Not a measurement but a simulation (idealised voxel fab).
process module | voxel ribs on slabs
145 nm wide, 5 nm square cells: that's cross-section cut.
The cross-sections in this document take the form of a grid made of square cells. They are written out as bands, in order from top to bottom. Each band consists of one or more rows of cells. This entry defines a band. It first specifies the height of the band's top and the height of its bottom in nm, and then specifies the band's materials from left to right, stating each material with its width in nm. The word "edge to edge" identifies a single material that fills the band from edge to edge, while the word "blank" identifies empty space. Basically, 0 is our baseline, since under it the wafer straight out of the box is all one material. The bottom band has no lower end and keeps on going down, so it looks like "0 and below". Note: "30 to 40" means the width goes from the first number (top row of the band) to the second number (bottom row) in equal steps per row of cells. "nothing was modified" after a step means that no cell of the cross-section changed. Empty spaces counting at least 8 cells and having no open way to the top are listed in "Enclosed void list". The notation width x height at distance is used for each, the distance being from the left edge and all three values in nm. On a step's line, text after the settings is the simulator commenting on that step. A step line may carry the setting "overlay nm", which, for steps involving a mask, states the distance by which the mask lay to the right of its intended position; negative values denote displacement to the left.
This section lists the process steps that were planned
1) RECEIVE | material Si
2) DIRECTIONAL_DEP | material SiO2 | thk nm 30
3) DIRECTIONAL_DEP | material polySi | thk nm 25
4) PATTERN | tone cover | mask id RIB | material resist | width nm 30 | thk nm 15 | overlay nm 0
5) DIRECTIONAL_ETCH | etch materials polySi | depth nm 20
6) STRIP | etch materials resist
7) DIRECTIONAL_DEP | material aC | thk nm 10
8) PATTERN | tone cover | mask id SLAB | material resist | width nm 80 | thk nm 30 | overlay nm 0
9) DIRECTIONAL_ETCH | etch materials aC | depth nm 10
10) STRIP | etch materials resist
11) DIRECTIONAL_ETCH | etch materials polySi | depth nm 5
12) STRIP | etch materials aC
13) FILL_DEP | material SiO2 | thk nm 25
14) CMP | height nm 70
15) DIRECTIONAL_DEP | material W | thk nm 5
16) MASKED_ETCH | tone cover | mask id HEATER | width nm 40 | etch materials W | depth nm 5 | overlay nm 0
17) CONFORMAL_DEP | material SiN | thk nm 5
Cross-section: wafer on arrival = after step 1
> 0 and below: Si edge to edge
> Enclosed void list: none
Final cross-section, module run with one mistake (start and plan as above)
> 75 down to 70: blank 50 nm; W 40 nm; blank 55 nm
> 70 down to 55: SiO2 edge to edge
> 55 down to 35: SiO2 55 nm; polySi 30 nm; SiO2 60 nm
> 35 down to 30: SiO2 30 nm; polySi 80 nm; SiO2 35 nm
> 30 down to 0: SiO2 edge to edge
> 0 and below: Si edge to edge
> Enclosed void list: none
Heads up, the wafer didn't run the way we planned it: step 17 of the plan was bypassed and not carried out
